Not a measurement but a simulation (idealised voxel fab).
Process module in this document: voxel spacer lines
This is section cut - it's 270 nm across, gridded in 5 nm square cells.
Think of the cross-section as a grid of square cells. We describe it in bands, top to bottom, and each band covers one or more rows of those cells. Look at the band entry: it leads with the top's height and the bottom's height in nm. Then it lists the materials left to right, with a width in nm for each. The word "all across" on a single material says that material fills the band edge to edge. The word "blank" is empty space. Zero point of the height axis is 0; under it, received wafer = one material. Lowest band: continues down indefinitely, "from 0 down". With a width like "30..40", each row of cells in the band differs from the next by the same amount, the top row carrying the first number and the bottom row the second. A step reported as "remained the same" is a step in which no cell of the cross-section changed. "Closed void catalog" - sealed voids, min. 8 cells, no opening to top; format: width x height at distance (distance from left edge; nm throughout). Heads up: the bit after the settings on a step's line is the simulator's remark on that step. overlay nm: right-of-plan distance of the mask on a masked step; negative values mean left-of-plan.
[List of planned process steps]
1,op RECEIVE | material Si
2,op CONFORMAL_DEP | material Al2O3 | thk nm 10
3,op DIRECTIONAL_DEP | material polySi | thk nm 20
4,op DIRECTIONAL_DEP | material aC | thk nm 25
5,op PATTERN | tone cover | mask id MANDREL | material resist | width nm 25 | pitch nm 80 | thk nm 35 | overlay nm 0
6,op DIRECTIONAL_ETCH | etch materials aC | depth nm 25
7,op STRIP | etch materials resist
8,op CONFORMAL_DEP | material SiN | thk nm 15
9,op DIRECTIONAL_ETCH | etch materials SiN | depth nm 15
10,op STRIP | etch materials aC
11,op DIRECTIONAL_ETCH | etch materials polySi | depth nm 20
12,op STRIP | etch materials SiN
[first wafer, as planned]
[Wafer cross-section on receipt, i.e. after step 1]
> from 0 down  Si all across
> Closed void catalog: none
[You're looking at a cross-section of the wafer after step 2]
> from 10 to 0  Al2O3 all across
> Anything lower than 0 is untouched.
[You're looking at a cross-section of the wafer after step 3]
> from 30 to 10  polySi all across
> Anything lower than 10 is untouched.
[You're looking at a cross-section of the wafer after step 4]
> from 55 to 30  aC all across
> Anything lower than 30 is untouched.
[You're looking at a cross-section of the wafer after step 5]
> from 90 to 55  blank=80  resist=25  blank=55  resist=25  blank=85
> Anything lower than 55 is untouched.
[You're looking at a cross-section of the wafer after step 6]
> from 65 to 55  blank=80  resist=25  blank=55  resist=25  blank=85
> from 55 to 30  blank=80  aC=25  blank=55  aC=25  blank=85
> Anything lower than 30 is untouched.
[You're looking at a cross-section of the wafer after step 7]
> from 55 to 30  blank=80  aC=25  blank=55  aC=25  blank=85
> Anything lower than 30 is untouched.
[You're looking at a cross-section of the wafer after step 8]
> from 70 to 55  blank=65  SiN=55  blank=25  SiN=55  blank=70
> from 55 to 45  blank=65  SiN=15  aC=25  SiN=15  blank=25  SiN=15  aC=25  SiN=15  blank=70
> from 45 to 30  SiN=80  aC=25  SiN=55  aC=25  SiN=85
> Anything lower than 30 is untouched.
[You're looking at a cross-section of the wafer after step 9]
> from 55 to 30  blank=65  SiN=15  aC=25  SiN=15  blank=25  SiN=15  aC=25  SiN=15  blank=70
> Anything lower than 30 is untouched.
[You're looking at a cross-section of the wafer after step 10]
> from 55 to 30  blank=65  SiN=15  blank=25  SiN=15  blank=25  SiN=15  blank=25  SiN=15  blank=70
> Anything lower than 30 is untouched.
[You're looking at a cross-section of the wafer after step 11]
> from 55 to 30  blank=65  SiN=15  blank=25  SiN=15  blank=25  SiN=15  blank=25  SiN=15  blank=70
> from 30 to 10  blank=65  polySi=15  blank=25  polySi=15  blank=25  polySi=15  blank=25  polySi=15  blank=70
> Anything lower than 10 is untouched.
[You're looking at a cross-section of the wafer after step 12]
> from 30 to 10  blank=65  polySi=15  blank=25  polySi=15  blank=25  polySi=15  blank=25  polySi=15  blank=70
> Anything lower than 10 is untouched.
[Wafer two. Identical start, identical plan. One mistake in execution. Identical history through step 7]
[Cross-section of the second wafer at the time step 8 of the plan should have ended]
> from 70 to 55  blank=65  polySi=55  blank=25  polySi=55  blank=70
> from 55 to 45  blank=65  polySi=15  aC=25  polySi=15  blank=25  polySi=15  aC=25  polySi=15  blank=70
> from 45 to 30  polySi=80  aC=25  polySi=55  aC=25  polySi=85
> Anything lower than 30 is untouched.
Cross-section of the second wafer at the time step 9 of the plan should have ended: remained the same
Cross-section of the second wafer at the time step 10 of the plan should have ended: remained the same
[Cross-section of the second wafer at the time step 11 of the plan should have ended]
> from 55 to 50  blank=80  aC=25  blank=55  aC=25  blank=85
> from 50 to 30  blank=65  polySi=15  aC=25  polySi=15  blank=25  polySi=15  aC=25  polySi=15  blank=70
> from 30 to 25  blank=65  polySi=55  blank=25  polySi=55  blank=70
> Anything lower than 25 is untouched.
Cross-section of the second wafer at the time step 12 of the plan should have ended: remained the same
Short version of what went wrong: for step 8, the planned setting was not used; the step was instead run as op CONFORMAL_DEP | material polySi | thk nm 15
Counted in cells at the end, the second wafer holds more or fewer of these materials than the first: aC +50, polySi +184
